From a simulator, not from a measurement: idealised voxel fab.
This is a process module. Its name is voxel tone inversion.
The width of the displayed cross-section, cut, is 220 nm; its cells are square, with a size of 5 nm.
Think of the cross-section as a grid of square cells. We describe it in bands, top to bottom, and each band covers one or more rows of those cells.
Band: top height; bottom height; in nm. Then, left to right: material with width in nm, for each material. "edge to edge": a single material spanning edge to edge. "empty": empty space.
Height reference: 0 = level under which incoming wafer is all one material. Lowest band: no bottom, runs on downward, e.g. "z 0 and below".
It should be noted that a width expressed as "30 to 40" varies in equal increments from row to row of cells within the band, taking the value of the first number at the top row and that of the second number at the bottom row.
Any step labelled "identical to before" changed none of the cells in the cross-section.
For the entry "Unvented internal voids", the listed items are empty spaces with no open way to the top whose size is 8 cells or more; each item follows the pattern width x height at distance, where distance is from the left edge and all three are in nm.
Whatever follows a step's settings on its line is a remark the simulator itself makes about that step.
overlay nm: mask right of planned place by this much (step with mask). Neg. = left.

Process steps foreseen in the plan
step 1: RECEIVE: material Si
step 2: CONFORMAL_DEP: material SiCN, thk nm 10
step 3: DIRECTIONAL_DEP: material polySi, thk nm 15
step 4: PATTERN: tone cover, mask id POSTS, material resist, width nm 20, pitch nm 50, thk nm 20, overlay nm 0
step 5: DIRECTIONAL_ETCH: etch materials polySi, depth nm 15
step 6: STRIP: etch materials resist
step 7: FILL_DEP: material SiO2, thk nm 10
step 8: CMP: height nm 25
step 9: STRIP: etch materials polySi
step 10: CONFORMAL_DEP: material TiN, thk nm 5
step 11: FILL_DEP: material Ru, thk nm 5
step 12: CMP: height nm 25
step 13: CONFORMAL_DEP: material SiN, thk nm 5

Wafer at receipt (post step 1), cross-section
  z 0 and below = Si edge to edge
  Unvented internal voids: none

First of two wafers: cross-section at end of module, run per plan
  z 30 to 25 = SiN edge to edge
  z 25 to 15 = SiO2 50 nm / TiN 5 nm / Ru 10 nm / TiN 5 nm / SiO2 30 nm / TiN 5 nm / Ru 10 nm / TiN 5 nm / SiO2 30 nm / TiN 5 nm / Ru 10 nm / TiN 5 nm / SiO2 50 nm
  z 15 to 10 = SiO2 50 nm / TiN 20 nm / SiO2 30 nm / TiN 20 nm / SiO2 30 nm / TiN 20 nm / SiO2 50 nm
  z 10 to 0 = SiCN edge to edge
  z 0 and below = Si edge to edge
  Unvented internal voids: none

End-of-module cross-section of the second wafer: identical starting point and process plan to the first, with one processing mistake
  z 30 to 25 = SiN edge to edge
  z 25 to 15 = Ru 50 nm / TiN 5 nm / Ru 10 nm / TiN 5 nm / Ru 30 nm / TiN 5 nm / Ru 10 nm / TiN 5 nm / Ru 30 nm / TiN 5 nm / Ru 10 nm / TiN 5 nm / Ru 50 nm
  z 15 to 10 = Ru 50 nm / TiN 20 nm / Ru 30 nm / TiN 20 nm / Ru 30 nm / TiN 20 nm / Ru 50 nm
  z 10 to 0 = SiCN edge to edge
  z 0 and below = Si edge to edge
  Unvented internal voids: none
Where did the run depart from the plan? step 7 went in with a setting other than planned; the actual run was FILL_DEP: material Ru, thk nm 10
Final cells, second wafer relative to first, materials higher or lower: Ru +96; SiO2 -96
